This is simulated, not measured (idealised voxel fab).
The document below concerns the process module designated voxel trench capacitor.
Square cells of 5 nm make up the cross-section cut, whose width is 255 nm.
A cross-section is written here as square cells arranged in a grid, and it is given in bands from the top down, each band taking up one or more rows of cells. Heights first: top, then bottom, in nm. Then materials, left to right, each with a width in nm. "edge to edge" on a single material: fills the band edge to edge. "air": empty space. Heights are measured from 0, the level below which the as-received wafer is all one material; the lowest band has no bottom and continues downward, written as in "top 0, no bottom". Note: "30->40" means the width goes from the first number (top row of the band) to the second number (bottom row) in equal steps per row of cells. Take "stayed the same" at face value: in the step it is given for, the cross-section changed in none of its cells. Empty spaces counting at least 8 cells and having no open way to the top are listed in "closed voids". The notation width x height at distance is used for each, the distance being from the left edge and all three values in nm. Past the settings on a step's line: simulator remark, on that step. On any step carrying a mask, the "overlay nm" setting, if present on the step's line, tells how far right of its planned place the mask lay; negative values point to the left.
**This section lists the process steps that were planned**
1: RECEIVE (material Si)
2: CONFORMAL_DEP (material SiN; thk nm 10)
3: MASKED_ETCH (tone open; mask id TRENCH; width nm 25; pitch nm 45; etch materials SiN; depth nm 10; overlay nm 0)
4: MASKED_ETCH (tone open; mask id TRENCH; width nm 25; pitch nm 45; etch materials Si; depth nm 25; overlay nm 0)
5: CONFORMAL_DEP (material Al2O3; thk nm 5)
6: CONFORMAL_DEP (material TiN; thk nm 5)
7: FILL_DEP (material W; thk nm 5)
8: CMP (height nm 10)
**Wafer, first of two, run as planned**
**Wafer cross-section on receipt, i.e. after step 1**
- top 0, no bottom: Si edge to edge
- closed voids: none
**Once step 2 is through, the wafer looks like this in cross-section**
- top 10, bottom 0: SiN edge to edge
- Under the height 0 nothing was changed.
**Once step 3 is through, the wafer looks like this in cross-section**
- top 10, bottom 0: 45 nm SiN | 25 nm air | 20 nm SiN | 25 nm air | 20 nm SiN | 25 nm air | 20 nm SiN | 25 nm air | 50 nm SiN
- Under the height 0 nothing was changed.
**Once step 4 is through, the wafer looks like this in cross-section**
- top 10, bottom 0: 45 nm SiN | 25 nm air | 20 nm SiN | 25 nm air | 20 nm SiN | 25 nm air | 20 nm SiN | 25 nm air | 50 nm SiN
- top 0, bottom -25: 45 nm Si | 25 nm air | 20 nm Si | 25 nm air | 20 nm Si | 25 nm air | 20 nm Si | 25 nm air | 50 nm Si
- Under the height -25 nothing was changed.
**Once step 5 is through, the wafer looks like this in cross-section**
- top 15, bottom 10: 50 nm Al2O3 | 15 nm air | 30 nm Al2O3 | 15 nm air | 30 nm Al2O3 | 15 nm air | 30 nm Al2O3 | 15 nm air | 55 nm Al2O3
- top 10, bottom 0: 45 nm SiN | 5 nm Al2O3 | 15 nm air | 5 nm Al2O3 | 20 nm SiN | 5 nm Al2O3 | 15 nm air | 5 nm Al2O3 | 20 nm SiN | 5 nm Al2O3 | 15 nm air | 5 nm Al2O3 | 20 nm SiN | 5 nm Al2O3 | 15 nm air | 5 nm Al2O3 | 50 nm SiN
- top 0, bottom -20: 45 nm Si | 5 nm Al2O3 | 15 nm air | 5 nm Al2O3 | 20 nm Si | 5 nm Al2O3 | 15 nm air | 5 nm Al2O3 | 20 nm Si | 5 nm Al2O3 | 15 nm air | 5 nm Al2O3 | 20 nm Si | 5 nm Al2O3 | 15 nm air | 5 nm Al2O3 | 50 nm Si
- top -20, bottom -25: 45 nm Si | 25 nm Al2O3 | 20 nm Si | 25 nm Al2O3 | 20 nm Si | 25 nm Al2O3 | 20 nm Si | 25 nm Al2O3 | 50 nm Si
- Under the height -25 nothing was changed.
**Once step 6 is through, the wafer looks like this in cross-section**
- top 20, bottom 15: 55 nm TiN | 5 nm air | 40 nm TiN | 5 nm air | 40 nm TiN | 5 nm air | 40 nm TiN | 5 nm air | 60 nm TiN
- top 15, bottom 10: 50 nm Al2O3 | 5 nm TiN | 5 nm air | 5 nm TiN | 30 nm Al2O3 | 5 nm TiN | 5 nm air | 5 nm TiN | 30 nm Al2O3 | 5 nm TiN | 5 nm air | 5 nm TiN | 30 nm Al2O3 | 5 nm TiN | 5 nm air | 5 nm TiN | 55 nm Al2O3
- top 10, bottom 0: 45 nm SiN | 5 nm Al2O3 | 5 nm TiN | 5 nm air | 5 nm TiN | 5 nm Al2O3 | 20 nm SiN | 5 nm Al2O3 | 5 nm TiN | 5 nm air | 5 nm TiN | 5 nm Al2O3 | 20 nm SiN | 5 nm Al2O3 | 5 nm TiN | 5 nm air | 5 nm TiN | 5 nm Al2O3 | 20 nm SiN | 5 nm Al2O3 | 5 nm TiN | 5 nm air | 5 nm TiN | 5 nm Al2O3 | 50 nm SiN
- top 0, bottom -15: 45 nm Si | 5 nm Al2O3 | 5 nm TiN | 5 nm air | 5 nm TiN | 5 nm Al2O3 | 20 nm Si | 5 nm Al2O3 | 5 nm TiN | 5 nm air | 5 nm TiN | 5 nm Al2O3 | 20 nm Si | 5 nm Al2O3 | 5 nm TiN | 5 nm air | 5 nm TiN | 5 nm Al2O3 | 20 nm Si | 5 nm Al2O3 | 5 nm TiN | 5 nm air | 5 nm TiN | 5 nm Al2O3 | 50 nm Si
- top -15, bottom -20: 45 nm Si | 5 nm Al2O3 | 15 nm TiN | 5 nm Al2O3 | 20 nm Si | 5 nm Al2O3 | 15 nm TiN | 5 nm Al2O3 | 20 nm Si | 5 nm Al2O3 | 15 nm TiN | 5 nm Al2O3 | 20 nm Si | 5 nm Al2O3 | 15 nm TiN | 5 nm Al2O3 | 50 nm Si
- Under the height -20 nothing was changed.
**Once step 7 is through, the wafer looks like this in cross-section**
- top 25, bottom 20: W edge to edge
- top 20, bottom 15: 55 nm TiN | 5 nm W | 40 nm TiN | 5 nm W | 40 nm TiN | 5 nm W | 40 nm TiN | 5 nm W | 60 nm TiN
- top 15, bottom 10: 50 nm Al2O3 | 5 nm TiN | 5 nm W | 5 nm TiN | 30 nm Al2O3 | 5 nm TiN | 5 nm W | 5 nm TiN | 30 nm Al2O3 | 5 nm TiN | 5 nm W | 5 nm TiN | 30 nm Al2O3 | 5 nm TiN | 5 nm W | 5 nm TiN | 55 nm Al2O3
- top 10, bottom 0: 45 nm SiN | 5 nm Al2O3 | 5 nm TiN | 5 nm W | 5 nm TiN | 5 nm Al2O3 | 20 nm SiN | 5 nm Al2O3 | 5 nm TiN | 5 nm W | 5 nm TiN | 5 nm Al2O3 | 20 nm SiN | 5 nm Al2O3 | 5 nm TiN | 5 nm W | 5 nm TiN | 5 nm Al2O3 | 20 nm SiN | 5 nm Al2O3 | 5 nm TiN | 5 nm W | 5 nm TiN | 5 nm Al2O3 | 50 nm SiN
- top 0, bottom -15: 45 nm Si | 5 nm Al2O3 | 5 nm TiN | 5 nm W | 5 nm TiN | 5 nm Al2O3 | 20 nm Si | 5 nm Al2O3 | 5 nm TiN | 5 nm W | 5 nm TiN | 5 nm Al2O3 | 20 nm Si | 5 nm Al2O3 | 5 nm TiN | 5 nm W | 5 nm TiN | 5 nm Al2O3 | 20 nm Si | 5 nm Al2O3 | 5 nm TiN | 5 nm W | 5 nm TiN | 5 nm Al2O3 | 50 nm Si
- Under the height -15 nothing was changed.
**Once step 8 is through, the wafer looks like this in cross-section**
- top 10, bottom 0: 45 nm SiN | 5 nm Al2O3 | 5 nm TiN | 5 nm W | 5 nm TiN | 5 nm Al2O3 | 20 nm SiN | 5 nm Al2O3 | 5 nm TiN | 5 nm W | 5 nm TiN | 5 nm Al2O3 | 20 nm SiN | 5 nm Al2O3 | 5 nm TiN | 5 nm W | 5 nm TiN | 5 nm Al2O3 | 20 nm SiN | 5 nm Al2O3 | 5 nm TiN | 5 nm W | 5 nm TiN | 5 nm Al2O3 | 50 nm SiN
- Under the height 0 nothing was changed.
**Second wafer: same start and same plan as the first, one execution error; identical to the first through step 1**
**Cross-section: second wafer, time at which step 2 was scheduled to end**
- top 10, bottom 0: Al2O3 edge to edge
- Under the height 0 nothing was changed.
Cross-section: second wafer, time at which step 3 was scheduled to end: stayed the same
Cross-section: second wafer, time at which step 4 was scheduled to end: stayed the same
**Cross-section: second wafer, time at which step 5 was scheduled to end**
- top 15, bottom 0: Al2O3 edge to edge
- Under the height 0 nothing was changed.
**Cross-section: second wafer, time at which step 6 was scheduled to end**
- top 20, bottom 15: TiN edge to edge
- Under the height 15 nothing was changed.
**Cross-section: second wafer, time at which step 7 was scheduled to end**
- top 25, bottom 20: W edge to edge
- Under the height 20 nothing was changed.
**Cross-section: second wafer, time at which step 8 was scheduled to end**
- top 10, bottom 0: Al2O3 edge to edge
- Under the height 0 nothing was changed.
Short version of what went wrong: step 2 ran as: CONFORMAL_DEP (material Al2O3; thk nm 10)
at the end the second wafer has, in cells: Al2O3: 34 more | Si: 100 more | SiN: 62 fewer | TiN: 52 fewer | W: 20 fewer
